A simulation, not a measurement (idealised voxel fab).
process module | voxel capacitor over wiring
cross-section cut | 265 nm wide | cells 5 nm
A cross-section is a grid of square cells, given in bands from the top down. A band is one or more rows of cells.
Each band's line starts with the height of the band's top and of its bottom, in nm. Then come its materials from left to right, each with its width in nm. One material with "throughout" fills the band from edge to edge. "air" is empty space.
Height 0 is the level under which the wafer as received is all one material. The lowest band goes on downwards, as in "0 down".
A width such as "30 to 40" changes by the same amount from each row of cells to the next, from the band's top row to its bottom row.
"no change" after a step means that no cell of the cross-section changed.
closed voids: empty space of 8 cells or more with no open way to the top, each as width x height at its distance from the left edge, in nm
after a step's settings: what the simulator itself notes on the step
overlay nm, on a step with a mask: how far to the right of its planned place the mask lay; to the left if negative
plan
1 op RECEIVE | material Si
2 op CONFORMAL_DEP | material SiO2 | thk nm 15
3 op CONFORMAL_DEP | material SiN | thk nm 5
4 op DIRECTIONAL_DEP | material SiO2 | thk nm 20
5 op PATTERN | tone open | mask id METAL_1 | material resist | width nm 30 | pitch nm 80 | thk nm 15 | overlay nm 0
6 op DIRECTIONAL_ETCH | etch materials SiO2 | depth nm 20
7 op DIRECTIONAL_ETCH | etch materials SiN | depth nm 5
8 op STRIP | etch materials resist
9 op CONFORMAL_DEP | material TiN | thk nm 5
10 op FILL_DEP | material Ru | thk nm 5
11 op CMP | height nm 40
12 op EPI | material Ru | thk nm 5
13 op FILL_DEP | material SiCN | thk nm 5
14 op DIRECTIONAL_DEP | material SiO2 | thk nm 20
15 op MASKED_ETCH | tone open | mask id PLUG_1 | width nm 15 | etch materials SiO2 | depth nm 20 | overlay nm 0
16 op MASKED_ETCH | tone open | mask id PLUG_1 | width nm 15 | etch materials SiCN | depth nm 5 | overlay nm 0
17 op EPI | material Ru | thk nm 10
18 op EPI | material Ru | thk nm 10
19 op EPI | material Ru | thk nm 5
20 op DIRECTIONAL_DEP | material TiN | thk nm 10
21 op DIRECTIONAL_DEP | material Al2O3 | thk nm 5
22 op DIRECTIONAL_DEP | material TiN | thk nm 10
23 op DIRECTIONAL_DEP | material aC | thk nm 15
24 op PATTERN | tone cover | mask id UPPER_PLATE | material resist | width nm 55 | thk nm 30 | overlay nm 0
25 op DIRECTIONAL_ETCH | etch materials aC | depth nm 15
26 op STRIP | etch materials resist
27 op DIRECTIONAL_ETCH | etch materials TiN | depth nm 10
28 op DIRECTIONAL_ETCH | etch materials Al2O3 | depth nm 5
29 op STRIP | etch materials aC
30 op MASKED_ETCH | tone cover | mask id LOWER_PLATE | width nm 65 | etch materials TiN | depth nm 10 | overlay nm 0
31 op FILL_DEP | material SiO2 | thk nm 15
32 op CMP | height nm 105
33 op DIRECTIONAL_DEP | material aC | thk nm 10
34 op PATTERN | tone open | mask id PLUG_2 | material resist | width nm 15 | thk nm 30 | overlay nm 0
35 op DIRECTIONAL_ETCH | etch materials aC | depth nm 10
36 op STRIP | etch materials resist
37 op DIRECTIONAL_ETCH | etch materials SiO2 | depth nm 10
38 op STRIP | etch materials aC
39 op CONFORMAL_DEP | material TiN | thk nm 5
40 op FILL_DEP | material Cu | thk nm 5
41 op CMP | height nm 105
42 op CONFORMAL_DEP | material SiCN | thk nm 5
as received, after step 1
  0 down: Si throughout
  closed voids: none
a wafer at the end: this start, this plan, one mistake
  110 to 105: SiCN throughout
  105 to 100: SiO2 100 | TiN 5 | Cu 5 | TiN 5 | SiO2 150
  100 to 95: SiO2 100 | TiN 15 | SiO2 150
  95 to 85: SiO2 90 | TiN 20 | SiO2 155
  85 to 80: SiO2 90 | Al2O3 20 | TiN 35 | SiO2 120
  80 to 75: SiO2 85 | TiN 60 | SiO2 120
  75 to 70: SiO2 85 | TiN 25 | Al2O3 35 | SiO2 120
  70 to 65: SiO2 85 | Ru 25 | TiN 40 | SiO2 115
  65 to 60: SiO2 90 | Ru 15 | SiO2 5 | TiN 40 | SiO2 115
  60 to 45: SiO2 90 | Ru 15 | SiO2 160
  45 to 40: SiO2 70 | Ru 40 | SiO2 40 | Ru 40 | SiO2 75
  40 to 20: SiO2 75 | TiN 5 | Ru 20 | TiN 5 | SiO2 50 | TiN 5 | Ru 20 | TiN 5 | SiO2 80
  20 to 15: SiN 75 | TiN 30 | SiN 50 | TiN 30 | SiN 80
  15 to 0: SiO2 throughout
  0 down: Si throughout
  closed voids: none
what went wrong: step 13 was left out
